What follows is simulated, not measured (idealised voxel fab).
Process module name: voxel spacer lines
Cross-sectional view cut (width: 275 nm; square cell size: 5 nm).
Cross-section format: a grid of square cells, given as bands from top to bottom; each band is one or more rows of cells.
Band entry format. Leading values: height of top, height of bottom, nm. Remainder: materials in left-to-right order, each with its width in nm. Special words: "throughout" on a single material, which then fills the band edge to edge; "empty", empty space.
Height 0 is the level under which the wafer as received is all one material. The lowest band goes on downwards, as in "0 -> down".
So if you see something like "30 to 40" for the width, read it as the top row of the band sitting at the first number and the bottom row at the second, with every row in between moving by the same amount as the last.
"nothing different" after a step means that no cell of the cross-section changed.
Look at "Listed closed voids" for the closed voids: empty spaces with no open path to the top, sized 8 cells or up. Each is width x height at distance, distance from the left edge, all nm.
Post-settings text on a step line: simulator's own remark regarding the step.
"overlay nm", when on a step's line for a step with a mask, measures how far to the right of its planned place the mask lay; a negative measure means to the left.
Set out below are the planned steps of the process:
step 1: RECEIVE,material Si
step 2: CONFORMAL_DEP,material Al2O3,thk nm 5
step 3: DIRECTIONAL_DEP,material polySi,thk nm 15
step 4: DIRECTIONAL_DEP,material aC,thk nm 20
step 5: PATTERN,tone cover,mask id MANDREL,material resist,width nm 15,pitch nm 50,thk nm 25,overlay nm 0
step 6: DIRECTIONAL_ETCH,etch materials aC,depth nm 20
step 7: STRIP,etch materials resist
step 8: CONFORMAL_DEP,material SiO2,thk nm 10
step 9: DIRECTIONAL_ETCH,etch materials SiO2,depth nm 10
step 10: STRIP,etch materials aC
step 11: DIRECTIONAL_ETCH,etch materials polySi,depth nm 15
step 12: STRIP,etch materials SiO2
First wafer out of two, processed as planned:
Wafer as received: cross-section following step 1:
* 0 -> down | Si throughout
* Listed closed voids: none
After step 2, in cross-section:
* 5 -> 0 | Al2O3 throughout
* Nothing below the height 0 has changed.
After step 3, in cross-section:
* 20 -> 5 | polySi throughout
* Nothing below the height 5 has changed.
After step 4, in cross-section:
* 40 -> 20 | aC throughout
* Nothing below the height 20 has changed.
After step 5, in cross-section:
* 65 -> 40 | empty=105, then resist=15, then empty=35, then resist=15, then empty=105
* Nothing below the height 40 has changed.
After step 6, in cross-section:
* 45 -> 40 | empty=105, then resist=15, then empty=35, then resist=15, then empty=105
* 40 -> 20 | empty=105, then aC=15, then empty=35, then aC=15, then empty=105
* Nothing below the height 20 has changed.
After step 7, in cross-section:
* 40 -> 20 | empty=105, then aC=15, then empty=35, then aC=15, then empty=105
* Nothing below the height 20 has changed.
After step 8, in cross-section:
* 50 -> 40 | empty=95, then SiO2=35, then empty=15, then SiO2=35, then empty=95
* 40 -> 30 | empty=95, then SiO2=10, then aC=15, then SiO2=10, then empty=15, then SiO2=10, then aC=15, then SiO2=10, then empty=95
* 30 -> 20 | SiO2=105, then aC=15, then SiO2=35, then aC=15, then SiO2=105
* Nothing below the height 20 has changed.
After step 9, in cross-section:
* 40 -> 20 | empty=95, then SiO2=10, then aC=15, then SiO2=10, then empty=15, then SiO2=10, then aC=15, then SiO2=10, then empty=95
* Nothing below the height 20 has changed.
After step 10, in cross-section:
* 40 -> 20 | empty=95, then SiO2=10, then empty=15, then SiO2=10, then empty=15, then SiO2=10, then empty=15, then SiO2=10, then empty=95
* Nothing below the height 20 has changed.
After step 11, in cross-section:
* 40 -> 20 | empty=95, then SiO2=10, then empty=15, then SiO2=10, then empty=15, then SiO2=10, then empty=15, then SiO2=10, then empty=95
* 20 -> 5 | empty=95, then polySi=10, then empty=15, then polySi=10, then empty=15, then polySi=10, then empty=15, then polySi=10, then empty=95
* Nothing below the height 5 has changed.
After step 12, in cross-section:
* 20 -> 5 | empty=95, then polySi=10, then empty=15, then polySi=10, then empty=15, then polySi=10, then empty=15, then polySi=10, then empty=95
* Nothing below the height 5 has changed.
second wafer: like start, like plan, one mistake. Through step 4 it matches the first wafer:
Second wafer cross-section, taken as of the time the plan sets for step 5 to be done:
* 65 -> 40 | empty=100, then resist=25, then empty=25, then resist=25, then empty=100
* Nothing below the height 40 has changed.
Second wafer cross-section, taken as of the time the plan sets for step 6 to be done:
* 45 -> 40 | empty=100, then resist=25, then empty=25, then resist=25, then empty=100
* 40 -> 20 | empty=100, then aC=25, then empty=25, then aC=25, then empty=100
* Nothing below the height 20 has changed.
Second wafer cross-section, taken as of the time the plan sets for step 7 to be done:
* 40 -> 20 | empty=100, then aC=25, then empty=25, then aC=25, then empty=100
* Nothing below the height 20 has changed.
Second wafer cross-section, taken as of the time the plan sets for step 8 to be done:
* 50 -> 40 | empty=90, then SiO2=45, then empty=5, then SiO2=45, then empty=90
* 40 -> 30 | empty=90, then SiO2=10, then aC=25, then SiO2=10, then empty=5, then SiO2=10, then aC=25, then SiO2=10, then empty=90
* 30 -> 20 | SiO2=100, then aC=25, then SiO2=25, then aC=25, then SiO2=100
* Nothing below the height 20 has changed.
Second wafer cross-section, taken as of the time the plan sets for step 9 to be done:
* 40 -> 20 | empty=90, then SiO2=10, then aC=25, then SiO2=10, then empty=5, then SiO2=10, then aC=25, then SiO2=10, then empty=90
* Nothing below the height 20 has changed.
Second wafer cross-section, taken as of the time the plan sets for step 10 to be done:
* 40 -> 20 | empty=90, then SiO2=10, then empty=25, then SiO2=10, then empty=5, then SiO2=10, then empty=25, then SiO2=10, then empty=90
* Nothing below the height 20 has changed.
Second wafer cross-section, taken as of the time the plan sets for step 11 to be done:
* 40 -> 20 | empty=90, then SiO2=10, then empty=25, then SiO2=10, then empty=5, then SiO2=10, then empty=25, then SiO2=10, then empty=90
* 20 -> 5 | empty=90, then polySi=10, then empty=25, then polySi=10, then empty=5, then polySi=10, then empty=25, then polySi=10, then empty=90
* Nothing below the height 5 has changed.
Second wafer cross-section, taken as of the time the plan sets for step 12 to be done:
* 20 -> 5 | empty=90, then polySi=10, then empty=25, then polySi=10, then empty=5, then polySi=10, then empty=25, then polySi=10, then empty=90
* Nothing below the height 5 has changed.
In executing the process, a mistake was made relative to the plan: the process deviated at step 5: the operation and settings actually run there were PATTERN,tone cover,mask id MANDREL,material resist,width nm 25,pitch nm 50,thk nm 25,overlay nm 0
So at the finish, the second wafer's got exactly as many cells of each material as the first, just not in the same spots.
